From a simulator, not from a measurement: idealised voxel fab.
Process module, titled voxel fin reveal
We display cut, a cross-section 270 nm in width whose square cells are each 5 nm.
Reading order for cross-sections: top band down to bottom band. Underlying form: a grid of square cells. Band size: one or more rows of cells.
Heights first: top, then bottom, in nm. Then materials, left to right, each with a width in nm. "edge to edge" on a single material: fills the band edge to edge. "air": empty space.
All heights in this document are referenced to 0, defined as the level beneath which the wafer, as received, consists entirely of one material. The lowest band is not bounded below; it extends indefinitely downward and is written in the form "0 and below".
When a width is written as two numbers, as in "30..40", the first number is the width in the top row of cells of the band and the second is the width in its bottom row, and the width changes by the same amount from each row to the next.
"nothing altered" after a step means that no cell of the cross-section changed.
Look at "Sealed internal cavities" for the closed voids: empty spaces with no open path to the top, sized 8 cells or up. Each is width x height at distance, distance from the left edge, all nm.
Past the settings on a step's line: simulator remark, on that step.
overlay nm: how far to the right of its planned place the mask lay on this masked step (negative: to the left).
-- Listed below are the process steps as planned
1 op RECEIVE | material Si
2 op CONFORMAL_DEP | material SiN | thk nm 5
3 op MASKED_ETCH | tone cover | mask id FINS | width nm 15 | pitch nm 40 | etch materials SiN | depth nm 5 | overlay nm 0
4 op MASKED_ETCH | tone cover | mask id FINS | width nm 15 | pitch nm 40 | etch materials Si | depth nm 40 | overlay nm 0
5 op OXIDIZE | depth nm 5
6 op FILL_DEP | material SiO2 | thk nm 10
7 op CMP | height nm 5
8 op SELECTIVE_ETCH | etch materials SiO2 | depth nm 20
9 op STRIP | etch materials SiN
10 op CONFORMAL_DEP | material HfO2 | thk nm 5
It is noted that the wafers described herein are identical at the outset and are distinguished by the width nm of step 4; the value stated in the plan corresponds to the first wafer.
-- Sectional view: first of several wafers, as received, after step 1
* 0 and below = Si edge to edge
* Sealed internal cavities: none
-- First of several wafers: cross-section at the end of the module, after step 10, its last step
* 5 down to 0 = air (85), then HfO2 (15), then air (25), then HfO2 (15), then air (25), then HfO2 (15), then air (90)
* 0 down to -10 = air (85), then HfO2 (5), then Si (5), then HfO2 (5), then air (25), then HfO2 (5), then Si (5), then HfO2 (5), then air (25), then HfO2 (5), then Si (5), then HfO2 (5), then air (90)
* -10 down to -15 = HfO2 (90), then Si (5), then HfO2 (35), then Si (5), then HfO2 (35), then Si (5), then HfO2 (95)
* -15 down to -45 = SiO2 (90), then Si (5), then SiO2 (35), then Si (5), then SiO2 (35), then Si (5), then SiO2 (95)
* -45 and below = Si edge to edge
* Sealed internal cavities: none
-- Of the several wafers, the last: cross-section at the end of the module
* 5 down to 0 = air (85), then HfO2 (15), then air (25), then HfO2 (15), then air (25), then HfO2 (15), then air (90)
* 0 down to -10 = air (80), then HfO2 (10..5), then Si (5..15), then HfO2 (10..5), then air (15), then HfO2 (10..5), then Si (5..15), then HfO2 (10..5), then air (15), then HfO2 (10..5), then Si (5..15), then HfO2 (10..5), then air (85)
* -10 down to -15 = HfO2 (85), then Si (15), then HfO2 (25), then Si (15), then HfO2 (25), then Si (15), then HfO2 (90)
* -15 down to -45 = SiO2 (85), then Si (15), then SiO2 (25), then Si (15), then SiO2 (25), then Si (15), then SiO2 (90)
* -45 and below = Si edge to edge
* Sealed internal cavities: none
-- Per wafer (row), end of module: delta in cells per material since receipt, (+) for gained, (-) for lost; closed voids after that
width nm 15 | +72 HfO2 | -459 Si | +306 SiO2 | Sealed internal cavities: none
width nm 20 | +72 HfO2 | -435 Si | +288 SiO2 | Sealed internal cavities: none
width nm 25 | +72 HfO2 | -411 Si | +270 SiO2 | Sealed internal cavities: none
